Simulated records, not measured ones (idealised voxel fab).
The document below concerns the process module designated voxel self aligned contacts.
Section cut is 180 nm wide and gridded with 5 nm square cells.
For the purposes of this document, a cross-section shall be understood as a grid of square cells, specified as bands listed in top-to-bottom order, each band consisting of one or more rows of cells.
Look at the band entry: it leads with the top's height and the bottom's height in nm. Then it lists the materials left to right, with a width in nm for each. The word "edge to edge" on a single material says that material fills the band edge to edge. The word "blank" is empty space.
Convention: height 0 is the level below which the wafer, as received, is all one material. The lowest band does not terminate at the bottom but continues downward, represented as "0 and below".
When a width is written as two numbers, as in "30 to 40", the first number is the width in the top row of cells of the band and the second is the width in its bottom row, and the width changes by the same amount from each row to the next.
The cross-section has no changed cell in any step marked "no change occurred".
The entry "Fully sealed voids" lists the empty spaces that cover at least 8 cells and have no open path to the top. Each is written as width x height at distance, where the distance is measured from the left edge and all three values are in nm.
Where a step's line continues beyond its settings, the continuation is a remark by the simulator itself on that step.
When a step includes a mask, the "overlay nm" setting on its line states how far to the right of its planned place that mask lay, and negative values state how far to the left.

## Process steps foreseen in the plan
- 1: RECEIVE, material Si
- 2: OXIDIZE, depth nm 5
- 3: DIRECTIONAL_DEP, material polySi, thk nm 25
- 4: DIRECTIONAL_DEP, material SiN, thk nm 15
- 5: PATTERN, tone cover, mask id GATE, material resist, width nm 30, pitch nm 60, thk nm 20, overlay nm 0
- 6: DIRECTIONAL_ETCH, etch materials SiN, depth nm 15
- 7: DIRECTIONAL_ETCH, etch materials polySi, depth nm 25
- 8: STRIP, etch materials resist
- 9: CONFORMAL_DEP, material SiN, thk nm 5
- 10: DIRECTIONAL_ETCH, etch materials SiN, depth nm 5
- 11: FILL_DEP, material SiO2, thk nm 15
- 12: CMP, height nm 50
- 13: MASKED_ETCH, tone open, mask id CONTACT, width nm 40, etch materials SiO2, depth nm 55, overlay nm 0
- 14: CONFORMAL_DEP, material TiN, thk nm 5
- 15: FILL_DEP, material W, thk nm 5
- 16: CMP, height nm 50
- 17: CONFORMAL_DEP, material SiCN, thk nm 5

## So this is the incoming wafer in cross-section - it's already been through step 1
    0 and below: Si edge to edge
    Fully sealed voids: none

## Wafer cross-section at module end: first of two, run to plan
    55 down to 50: SiCN edge to edge
    50 down to 40: SiO2 70 | TiN 5 to 15 | W 30 to 10 | TiN 5 to 15 | SiO2 70
    40 down to 25: SiO2 40 | SiN 40 | TiN 5 | W 10 | TiN 5 | SiN 40 | SiO2 40
    25 down to 0: SiO2 40 | SiN 5 | polySi 30 | SiN 5 | TiN 5 | W 10 | TiN 5 | SiN 5 | polySi 30 | SiN 5 | SiO2 40
    0 down to -5: SiO2 80 | TiN 20 | SiO2 80
    -5 and below: Si edge to edge
    Fully sealed voids: none

## Wafer two (of two), end-of-module cross-section: start = wafer one, plan = wafer one, one run mistake
    55 down to 50: SiCN edge to edge
    50 down to 40: SiO2 70 | TiN 5 | W 30 | TiN 5 | SiO2 70
    40 down to 35: SiO2 70 | TiN 10 | W 20 | TiN 10 | SiO2 70
    35 down to 25: SiO2 45 | SiN 30 | TiN 5 | W 20 | TiN 5 | SiN 30 | SiO2 45
    25 down to 0: SiO2 45 | polySi 30 | TiN 5 | W 20 | TiN 5 | polySi 30 | SiO2 45
    0 down to -5: SiO2 75 | TiN 30 | SiO2 75
    -5 and below: Si edge to edge
    Fully sealed voids: none
The plan and the run diverged here: step 9 was left out
Looking at both finished wafers in cells, the second ends up ahead of or behind the first on some materials: -44 SiN | +24 SiO2 | +20 W
